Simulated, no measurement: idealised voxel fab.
process module | voxel self aligned contacts
cross-section cut | 235 nm wide | cells 5 nm
A cross-section is a grid of square cells, given in bands from the top down. A band is one or more rows of cells.
Each band's line starts with the height of the band's top and of its bottom, in nm. Then come its materials from left to right, each with its width in nm. One material with "throughout" fills the band from edge to edge. "air" is empty space.
Height 0 is the level under which the wafer as received is all one material. The lowest band goes on downwards, as in "0 down".
A width such as "30 to 40" changes by the same amount from each row of cells to the next, from the band's top row to its bottom row.
"no change" after a step means that no cell of the cross-section changed.
closed voids: empty space of 8 cells or more with no open way to the top, each as width x height at its distance from the left edge, in nm
after a step's settings: what the simulator itself notes on the step
overlay nm, on a step with a mask: how far to the right of its planned place the mask lay; to the left if negative
plan
1 op RECEIVE | material Si
2 op OXIDIZE | depth nm 5
3 op DIRECTIONAL_DEP | material polySi | thk nm 20
4 op DIRECTIONAL_DEP | material SiN | thk nm 15
5 op DIRECTIONAL_DEP | material aC | thk nm 15
6 op PATTERN | tone cover | mask id GATE | material resist | width nm 35 | pitch nm 60 | thk nm 30 | overlay nm 0
7 op DIRECTIONAL_ETCH | etch materials aC | depth nm 15
8 op STRIP | etch materials resist
9 op DIRECTIONAL_ETCH | etch materials SiN | depth nm 15
10 op DIRECTIONAL_ETCH | etch materials polySi | depth nm 20
11 op STRIP | etch materials aC
12 op CONFORMAL_DEP | material SiN | thk nm 5
13 op DIRECTIONAL_ETCH | etch materials SiN | depth nm 5
14 op FILL_DEP | material SiO2 | thk nm 10
15 op CMP | height nm 40
16 op DIRECTIONAL_DEP | material aC | thk nm 10
17 op PATTERN | tone open | mask id CONTACT | material resist | width nm 35 | thk nm 30 | overlay nm 0
18 op DIRECTIONAL_ETCH | etch materials aC | depth nm 10
19 op STRIP | etch materials resist
20 op DIRECTIONAL_ETCH | etch materials SiO2 | depth nm 45
21 op STRIP | etch materials aC
22 op CONFORMAL_DEP | material TiN | thk nm 5
23 op FILL_DEP | material Ru | thk nm 10
24 op CMP | height nm 40
25 op CONFORMAL_DEP | material SiN | thk nm 5
first wafer, as planned
as received, after step 1
  0 down: Si throughout
  closed voids: none
after step 2
  0 to -5: SiO2 throughout
  below -5: unchanged
after step 3
  20 to 0: polySi throughout
  below 0: unchanged
after step 4
  35 to 20: SiN throughout
  below 20: unchanged
after step 5
  50 to 35: aC throughout
  below 35: unchanged
after step 6
  80 to 50: air 70 | resist 35 | air 25 | resist 35 | air 70
  below 50: unchanged
after step 7
  65 to 50: air 70 | resist 35 | air 25 | resist 35 | air 70
  50 to 35: air 70 | aC 35 | air 25 | aC 35 | air 70
  below 35: unchanged
after step 8
  50 to 35: air 70 | aC 35 | air 25 | aC 35 | air 70
  below 35: unchanged
after step 9
  50 to 35: air 70 | aC 35 | air 25 | aC 35 | air 70
  35 to 20: air 70 | SiN 35 | air 25 | SiN 35 | air 70
  below 20: unchanged
after step 10
  50 to 35: air 70 | aC 35 | air 25 | aC 35 | air 70
  35 to 20: air 70 | SiN 35 | air 25 | SiN 35 | air 70
  20 to 0: air 70 | polySi 35 | air 25 | polySi 35 | air 70
  below 0: unchanged
after step 11
  35 to 20: air 70 | SiN 35 | air 25 | SiN 35 | air 70
  below 20: unchanged
after step 12
  40 to 20: air 65 | SiN 45 | air 15 | SiN 45 | air 65
  20 to 5: air 65 | SiN 5 | polySi 35 | SiN 5 | air 15 | SiN 5 | polySi 35 | SiN 5 | air 65
  5 to 0: SiN 70 | polySi 35 | SiN 25 | polySi 35 | SiN 70
  below 0: unchanged
after step 13
  35 to 20: air 65 | SiN 45 | air 15 | SiN 45 | air 65
  20 to 0: air 65 | SiN 5 | polySi 35 | SiN 5 | air 15 | SiN 5 | polySi 35 | SiN 5 | air 65
  below 0: unchanged
after step 14
  45 to 35: SiO2 throughout
  35 to 20: SiO2 65 | SiN 45 | SiO2 15 | SiN 45 | SiO2 65
  20 to 0: SiO2 65 | SiN 5 | polySi 35 | SiN 5 | SiO2 15 | SiN 5 | polySi 35 | SiN 5 | SiO2 65
  below 0: unchanged
after step 15
  40 to 35: SiO2 throughout
  below 35: unchanged
after step 16
  50 to 40: aC throughout
  below 40: unchanged
after step 17
  80 to 50: resist 100 | air 35 | resist 100
  below 50: unchanged
after step 18
  70 to 50: resist 100 | air 35 | resist 100
  50 to 40: aC 100 | air 35 | aC 100
  below 40: unchanged
after step 19
  50 to 40: aC 100 | air 35 | aC 100
  below 40: unchanged
after step 20
  50 to 40: aC 100 | air 35 | aC 100
  40 to 35: SiO2 100 | air 35 | SiO2 100
  35 to 20: SiO2 65 | SiN 45 | air 15 | SiN 45 | SiO2 65
  20 to 0: SiO2 65 | SiN 5 | polySi 35 | SiN 5 | air 15 | SiN 5 | polySi 35 | SiN 5 | SiO2 65
  0 to -5: SiO2 110 | air 15 | SiO2 110
  below -5: unchanged
after step 21
  40 to 35: SiO2 100 | air 35 | SiO2 100
  below 35: unchanged
after step 22
  45 to 40: TiN 105 | air 25 | TiN 105
  40 to 35: SiO2 100 | TiN 15 | air 5 | TiN 15 | SiO2 100
  35 to 20: SiO2 65 | SiN 45 | TiN 5 | air 5 | TiN 5 | SiN 45 | SiO2 65
  20 to 0: SiO2 65 | SiN 5 | polySi 35 | SiN 5 | TiN 5 | air 5 | TiN 5 | SiN 5 | polySi 35 | SiN 5 | SiO2 65
  0 to -5: SiO2 110 | TiN 15 | SiO2 110
  below -5: unchanged
after step 23
  55 to 45: Ru throughout
  45 to 40: TiN 105 | Ru 25 | TiN 105
  40 to 35: SiO2 100 | TiN 15 | Ru 5 | TiN 15 | SiO2 100
  35 to 20: SiO2 65 | SiN 45 | TiN 5 | Ru 5 | TiN 5 | SiN 45 | SiO2 65
  20 to 0: SiO2 65 | SiN 5 | polySi 35 | SiN 5 | TiN 5 | Ru 5 | TiN 5 | SiN 5 | polySi 35 | SiN 5 | SiO2 65
  below 0: unchanged
after step 24
  40 to 35: SiO2 100 | TiN 15 | Ru 5 | TiN 15 | SiO2 100
  below 35: unchanged
after step 25
  45 to 40: SiN throughout
  below 40: unchanged
second wafer: like start, like plan, one mistake. Through step 16 it matches the first wafer
when step 17 should have ended
  80 to 50: air 100 | resist 35 | air 100
  below 50: unchanged
when step 18 should have ended
  70 to 50: air 100 | resist 35 | air 100
  50 to 40: air 100 | aC 35 | air 100
  below 40: unchanged
when step 19 should have ended
  50 to 40: air 100 | aC 35 | air 100
  below 40: unchanged
when step 20 should have ended
  50 to 40: air 100 | aC 35 | air 100
  40 to 35: air 100 | SiO2 35 | air 100
  35 to 20: air 65 | SiN 45 | SiO2 15 | SiN 45 | air 65
  20 to 0: air 65 | SiN 5 | polySi 35 | SiN 5 | SiO2 15 | SiN 5 | polySi 35 | SiN 5 | air 65
  0 to -5: air 65 | SiO2 105 | air 65
  below -5: unchanged
when step 21 should have ended
  40 to 35: air 100 | SiO2 35 | air 100
  below 35: unchanged
when step 22 should have ended
  45 to 40: air 95 | TiN 45 | air 95
  40 to 35: air 60 | TiN 40 | SiO2 35 | TiN 40 | air 60
  35 to 20: air 60 | TiN 5 | SiN 45 | SiO2 15 | SiN 45 | TiN 5 | air 60
  20 to 0: air 60 | TiN 5 | SiN 5 | polySi 35 | SiN 5 | SiO2 15 | SiN 5 | polySi 35 | SiN 5 | TiN 5 | air 60
  0 to -5: TiN 65 | SiO2 105 | TiN 65
  below -5: unchanged
when step 23 should have ended
  55 to 45: Ru throughout
  45 to 40: Ru 95 | TiN 45 | Ru 95
  40 to 35: Ru 60 | TiN 40 | SiO2 35 | TiN 40 | Ru 60
  35 to 20: Ru 60 | TiN 5 | SiN 45 | SiO2 15 | SiN 45 | TiN 5 | Ru 60
  20 to 0: Ru 60 | TiN 5 | SiN 5 | polySi 35 | SiN 5 | SiO2 15 | SiN 5 | polySi 35 | SiN 5 | TiN 5 | Ru 60
  below 0: unchanged
when step 24 should have ended
  40 to 35: Ru 60 | TiN 40 | SiO2 35 | TiN 40 | Ru 60
  below 35: unchanged
when step 25 should have ended
  45 to 40: SiN throughout
  below 40: unchanged
what went wrong: step 17 ran as: op PATTERN | tone cover | mask id CONTACT | material resist | width nm 35 | thk nm 30 | overlay nm 0
at the end the second wafer has, in cells: 184 more of Ru | 217 fewer of SiO2 | 33 more of TiN
